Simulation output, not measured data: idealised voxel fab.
The document below concerns the process module designated voxel wiring stack.
In the cross-section labelled cut, the width is 225 nm and each square cell is 5 nm.
For the purposes of this document, a cross-section shall be understood as a grid of square cells, specified as bands listed in top-to-bottom order, each band consisting of one or more rows of cells. The entry gives the band's vertical extent as a top height and a bottom height in nm, then its horizontal make-up as materials from left to right, each with a width in nm. "empty" stands for empty space; a single material marked "all across" fills the band edge to edge. Basically, 0 is our baseline, since under it the wafer straight out of the box is all one material. The bottom band has no lower end and keeps on going down, so it looks like "0 -> down". Width: "30->40" (first number = top row, second number = bottom row, same change from row to row of cells). Take "remained unchanged" at face value: in the step it is given for, the cross-section changed in none of its cells. The entry titled "Fully enclosed voids" provides the empty spaces that have no open way to the top, restricted to those of 8 cells or more. Each is presented as width x height at distance, the distance being measured from the left edge, with all three in nm. That trailing text on a step's line, after the settings, is the simulator's own remark on the step. A step line may carry the setting "overlay nm", which, for steps involving a mask, states the distance by which the mask lay to the right of its intended position; negative values denote displacement to the left.
List of planned process steps
- 1: RECEIVE, material Si
- 2: CONFORMAL_DEP, material SiO2, thk nm 15
- 3: CONFORMAL_DEP, material SiN, thk nm 5
- 4: DIRECTIONAL_DEP, material lowk, thk nm 25
- 5: MASKED_ETCH, tone open, mask id METAL_1, width nm 20, pitch nm 35, etch materials lowk, depth nm 25, overlay nm 0
- 6: MASKED_ETCH, tone open, mask id METAL_1, width nm 20, pitch nm 35, etch materials SiN, depth nm 5, overlay nm 0
- 7: CONFORMAL_DEP, material TiN, thk nm 5
- 8: FILL_DEP, material Cu, thk nm 5
- 9: CMP, height nm 45
- 10: CONFORMAL_DEP, material SiCN, thk nm 5
- 11: DIRECTIONAL_DEP, material lowk, thk nm 20
- 12: DIRECTIONAL_DEP, material aC, thk nm 15
- 13: PATTERN, tone open, mask id PLUG_1, material resist, width nm 15, pitch nm 35, thk nm 35, overlay nm 0
- 14: DIRECTIONAL_ETCH, etch materials aC, depth nm 15
- 15: STRIP, etch materials resist
- 16: DIRECTIONAL_ETCH, etch materials lowk, depth nm 20
- 17: DIRECTIONAL_ETCH, etch materials SiCN, depth nm 5
- 18: STRIP, etch materials aC
- 19: EPI, material Ru, thk nm 10
- 20: EPI, material Ru, thk nm 10
- 21: EPI, material Ru, thk nm 5
- 22: DIRECTIONAL_DEP, material TiN, thk nm 5
- 23: DIRECTIONAL_DEP, material W, thk nm 25
- 24: MASKED_ETCH, tone cover, mask id METAL_2, width nm 20, pitch nm 35, etch materials W, depth nm 25, overlay nm 0
- 25: MASKED_ETCH, tone cover, mask id METAL_2, width nm 20, pitch nm 35, etch materials TiN, depth nm 5, overlay nm 0
- 26: CONFORMAL_DEP, material SiCN, thk nm 5
- 27: FILL_DEP, material SiO2, thk nm 10
- 28: CMP, height nm 100
- 29: CONFORMAL_DEP, material SiCN, thk nm 5
- 30: DIRECTIONAL_DEP, material SiO2, thk nm 35
- 31: MASKED_ETCH, tone open, mask id METAL_3_HOLES, width nm 15, pitch nm 35, etch materials SiO2, depth nm 35, overlay nm 0
- 32: PATTERN, tone open, mask id METAL_3, material resist, width nm 20, pitch nm 35, thk nm 15, overlay nm 0
- 33: DIRECTIONAL_ETCH, etch materials SiO2, depth nm 20
- 34: DIRECTIONAL_ETCH, etch materials SiCN, depth nm 5
- 35: STRIP, etch materials resist
- 36: CONFORMAL_DEP, material TiN, thk nm 5
- 37: FILL_DEP, material Cu, thk nm 5
- 38: CMP, height nm 140
- 39: CONFORMAL_DEP, material SiCN, thk nm 5
- 40: DIRECTIONAL_DEP, material lowk, thk nm 15
- 41: DIRECTIONAL_DEP, material aC, thk nm 10
- 42: PATTERN, tone open, mask id PLUG_3, material resist, width nm 15, pitch nm 35, thk nm 30, overlay nm 0
- 43: DIRECTIONAL_ETCH, etch materials aC, depth nm 10
- 44: STRIP, etch materials resist
- 45: DIRECTIONAL_ETCH, etch materials lowk, depth nm 15
- 46: DIRECTIONAL_ETCH, etch materials SiCN, depth nm 5
- 47: STRIP, etch materials aC
- 48: EPI, material Ru, thk nm 10
- 49: EPI, material Ru, thk nm 10
- 50: CONFORMAL_DEP, material SiCN, thk nm 5
- 51: DIRECTIONAL_DEP, material lowk, thk nm 20
- 52: PATTERN, tone open, mask id METAL_4, material resist, width nm 20, pitch nm 35, thk nm 15, overlay nm 0
- 53: DIRECTIONAL_ETCH, etch materials lowk, depth nm 20
- 54: DIRECTIONAL_ETCH, etch materials SiCN, depth nm 5
- 55: STRIP, etch materials resist
- 56: CONFORMAL_DEP, material TiN, thk nm 5
- 57: FILL_DEP, material Cu, thk nm 5
- 58: CMP, height nm 185
- 59: CONFORMAL_DEP, material SiN, thk nm 5
Here's what the wafer looked like in cross-section when it arrived - that's after step 1
	0 -> down | Si all across
	Fully enclosed voids: none
One mistake in running the module, otherwise start and plan as above: cross-section at the end
	190 -> 185 | SiN all across
	185 -> 180 | TiN 55  Cu 10  TiN 25  Cu 10  TiN 25  Cu 10  TiN 25  Cu 10  TiN 55
	180 -> 160 | lowk 50  TiN 5  Cu 10  TiN 5  lowk 15  TiN 5  Cu 10  TiN 5  lowk 15  TiN 5  Cu 10  TiN 5  lowk 15  TiN 5  Cu 10  TiN 5  lowk 50
	160 -> 155 | SiCN 50  TiN 20  SiCN 15  TiN 20  SiCN 15  TiN 20  SiCN 15  TiN 20  SiCN 50
	155 -> 140 | lowk 50  Ru 15  lowk 20  Ru 15  lowk 20  Ru 15  lowk 20  Ru 15  lowk 55
	140 -> 135 | SiCN 50  Ru 15  SiCN 20  Ru 15  SiCN 20  Ru 15  SiCN 20  Ru 15  SiCN 55
	135 -> 125 | SiO2 50  TiN 5  Cu 10  TiN 5  SiO2 15  TiN 5  Cu 10  TiN 5  SiO2 15  TiN 5  Cu 10  TiN 5  SiO2 15  TiN 5  Cu 10  TiN 5  SiO2 50
	125 -> 120 | SiO2 50  TiN 5  Cu 5  TiN 10  SiO2 15  TiN 5  Cu 5  TiN 10  SiO2 15  TiN 5  Cu 5  TiN 10  SiO2 15  TiN 5  Cu 5  TiN 10  SiO2 50
	120 -> 105 | SiO2 50  TiN 5  Cu 5  TiN 5  SiO2 20  TiN 5  Cu 5  TiN 5  SiO2 20  TiN 5  Cu 5  TiN 5  SiO2 20  TiN 5  Cu 5  TiN 5  SiO2 55
	105 -> 100 | SiCN 50  TiN 15  SiCN 20  TiN 15  SiCN 20  TiN 15  SiCN 20  TiN 15  SiCN 55
	100 -> 75 | SiO2 45  SiCN 5  W 20  SiCN 5  SiO2 5  SiCN 5  W 20  SiCN 5  SiO2 5  SiCN 5  W 20  SiCN 5  SiO2 5  SiCN 5  W 20  SiCN 5  SiO2 45
	75 -> 70 | SiCN 50  TiN 20  SiCN 15  TiN 20  SiCN 15  TiN 20  SiCN 15  TiN 20  SiCN 50
	70 -> 50 | lowk 50  Ru 15  lowk 20  Ru 15  lowk 20  Ru 15  lowk 20  Ru 15  lowk 55
	50 -> 45 | SiCN 50  Ru 15  SiCN 20  Ru 15  SiCN 20  Ru 15  SiCN 20  Ru 15  SiCN 55
	45 -> 20 | lowk 50  TiN 5  Cu 10  TiN 5  lowk 15  TiN 5  Cu 10  TiN 5  lowk 15  TiN 5  Cu 10  TiN 5  lowk 15  TiN 5  Cu 10  TiN 5  lowk 50
	20 -> 15 | SiN 50  TiN 20  SiN 15  TiN 20  SiN 15  TiN 20  SiN 15  TiN 20  SiN 50
	15 -> 0 | SiO2 all across
	0 -> down | Si all across
	Fully enclosed voids: none
Deviation from plan: heads up, step 38 didn't go per plan, it actually ran as CMP, height nm 135
